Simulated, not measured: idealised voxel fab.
This is a process module. Its name is voxel transistor to metal.
We display cut, a cross-section 175 nm in width whose square cells are each 5 nm.
In what follows, cross-sections appear as grids of square cells, described through bands that run from the top down, where every band is one or more rows of cells.
Heads up on the band format: heights come first, top then bottom, in nm. After that it's the materials left to right, each with its width in nm. A single material flagged "full width" fills the whole band edge to edge, and "air" means there's empty space there.
Measure heights from 0. That's the level where, below it, the as-received wafer is all one material. The lowest band is bottomless and extends downward; write it as in "0..down".
Graded width ("30 to 40"): value in top row of band = first number; value in bottom row = second number; row-to-row change constant.
Take "no change occurred" at face value: in the step it is given for, the cross-section changed in none of its cells.
What "Unvented voids" gives you is every empty space of 8 cells or more that is cut off from the top. Each appears as width x height at distance, with the distance taken from the left edge and width, height and distance all in nm.
Text after the settings on a step's line: the simulator's own remark on that step.
overlay nm: how far to the right of its planned place the mask lay on this masked step (negative: to the left).

-- Steps in the process plan
1. RECEIVE,material Si
2. OXIDIZE,depth nm 5
3. CONFORMAL_DEP,material SiN,thk nm 15
4. MASKED_ETCH,tone cover,mask id ACTIVE,width nm 105,etch materials SiN,depth nm 15,overlay nm 0
5. MASKED_ETCH,tone cover,mask id ACTIVE,width nm 105,etch materials SiO2,depth nm 5,overlay nm 0
6. MASKED_ETCH,tone cover,mask id ACTIVE,width nm 105,etch materials Si,depth nm 25,overlay nm 0
7. OXIDIZE,depth nm 5
8. FILL_DEP,material SiO2,thk nm 5
9. CMP,height nm 15
10. SELECTIVE_ETCH,etch materials SiO2,depth nm 15
11. STRIP,etch materials SiN
12. SELECTIVE_ETCH,etch materials SiO2,depth nm 5
13. OXIDIZE,depth nm 5
14. DIRECTIONAL_DEP,material polySi,thk nm 20
15. DIRECTIONAL_DEP,material SiCN,thk nm 10
16. DIRECTIONAL_DEP,material aC,thk nm 15
17. PATTERN,tone cover,mask id GATE,material resist,width nm 35,thk nm 35,overlay nm 0
18. DIRECTIONAL_ETCH,etch materials aC,depth nm 15
19. STRIP,etch materials resist
20. DIRECTIONAL_ETCH,etch materials SiCN,depth nm 20
21. DIRECTIONAL_ETCH,etch materials polySi,depth nm 30
22. STRIP,etch materials aC
23. CONFORMAL_DEP,material SiN,thk nm 5
24. DIRECTIONAL_ETCH,etch materials SiN,depth nm 5
25. DIRECTIONAL_ETCH,etch materials SiO2,depth nm 5
26. DIRECTIONAL_ETCH,etch materials Si,depth nm 10
27. EPI,material SiGe,thk nm 15
28. FILL_DEP,material SiO2,thk nm 5
29. CMP,height nm 15
30. STRIP,etch materials polySi
31. SELECTIVE_ETCH,etch materials SiO2,depth nm 5
32. CONFORMAL_DEP,material HfO2,thk nm 5
33. CONFORMAL_DEP,material TiN,thk nm 5
34. FILL_DEP,material W,thk nm 5
35. CMP,height nm 10
36. DIRECTIONAL_DEP,material SiO2,thk nm 15
37. MASKED_ETCH,tone open,mask id CONTACT,width nm 15,pitch nm 80,etch materials SiO2,depth nm 30,overlay nm 0
38. CONFORMAL_DEP,material TiN,thk nm 5
39. FILL_DEP,material W,thk nm 5
40. CMP,height nm 25
41. DIRECTIONAL_DEP,material TiN,thk nm 5
42. DIRECTIONAL_DEP,material W,thk nm 15
43. MASKED_ETCH,tone cover,mask id METAL_1,width nm 15,pitch nm 80,etch materials W,depth nm 15,overlay nm 0
44. MASKED_ETCH,tone cover,mask id METAL_1,width nm 15,pitch nm 80,etch materials TiN,depth nm 5,overlay nm 0
45. CONFORMAL_DEP,material SiCN,thk nm 5
46. FILL_DEP,material lowk,thk nm 5
47. CMP,height nm 45
48. CONFORMAL_DEP,material SiCN,thk nm 5
49. DIRECTIONAL_DEP,material SiO2,thk nm 30
50. PATTERN,tone open,mask id METAL_2,material resist,width nm 15,pitch nm 80,thk nm 15,overlay nm 0
51. DIRECTIONAL_ETCH,etch materials SiO2,depth nm 15
52. STRIP,etch materials resist
53. DIRECTIONAL_DEP,material aC,thk nm 10
54. PATTERN,tone open,mask id METAL_2_HOLES,material resist,width nm 15,pitch nm 80,thk nm 30,overlay nm 0
55. DIRECTIONAL_ETCH,etch materials aC,depth nm 10
56. STRIP,etch materials resist
57. DIRECTIONAL_ETCH,etch materials SiO2,depth nm 15
58. DIRECTIONAL_ETCH,etch materials SiCN,depth nm 5
59. STRIP,etch materials aC
60. CONFORMAL_DEP,material TiN,thk nm 5
61. FILL_DEP,material Cu,thk nm 10
62. CMP,height nm 80
63. CONFORMAL_DEP,material SiCN,thk nm 5
For this document, wafers share an identical start and vary in the step 54 width nm; the plan quotes the first wafer's value.

-- So this is the first of several wafers, cross-sectioned as it came to us, meaning it's at the end of step 1
  0..down  Si full width
  Unvented voids: none

-- Tabulated below, wafer by wafer, are the end-of-module results: for each material, the number of cells gained (+) or lost (-) relative to the as-received state, followed by the closed voids
width nm 15, +12 Cu, +15 HfO2, -170 Si, +105 SiCN, +44 SiGe, +6 SiN, +407 SiO2, +71 TiN, +30 W, +75 lowk, Unvented voids: none
width nm 20, +16 Cu, +15 HfO2, -170 Si, +105 SiCN, +44 SiGe, +6 SiN, +401 SiO2, +73 TiN, +30 W, +75 lowk, Unvented voids: none
width nm 25, +20 Cu, +15 HfO2, -170 Si, +105 SiCN, +44 SiGe, +6 SiN, +395 SiO2, +75 TiN, +30 W, +75 lowk, Unvented voids: none
width nm 30, +24 Cu, +15 HfO2, -170 Si, +105 SiCN, +44 SiGe, +6 SiN, +389 SiO2, +77 TiN, +30 W, +75 lowk, Unvented voids: none
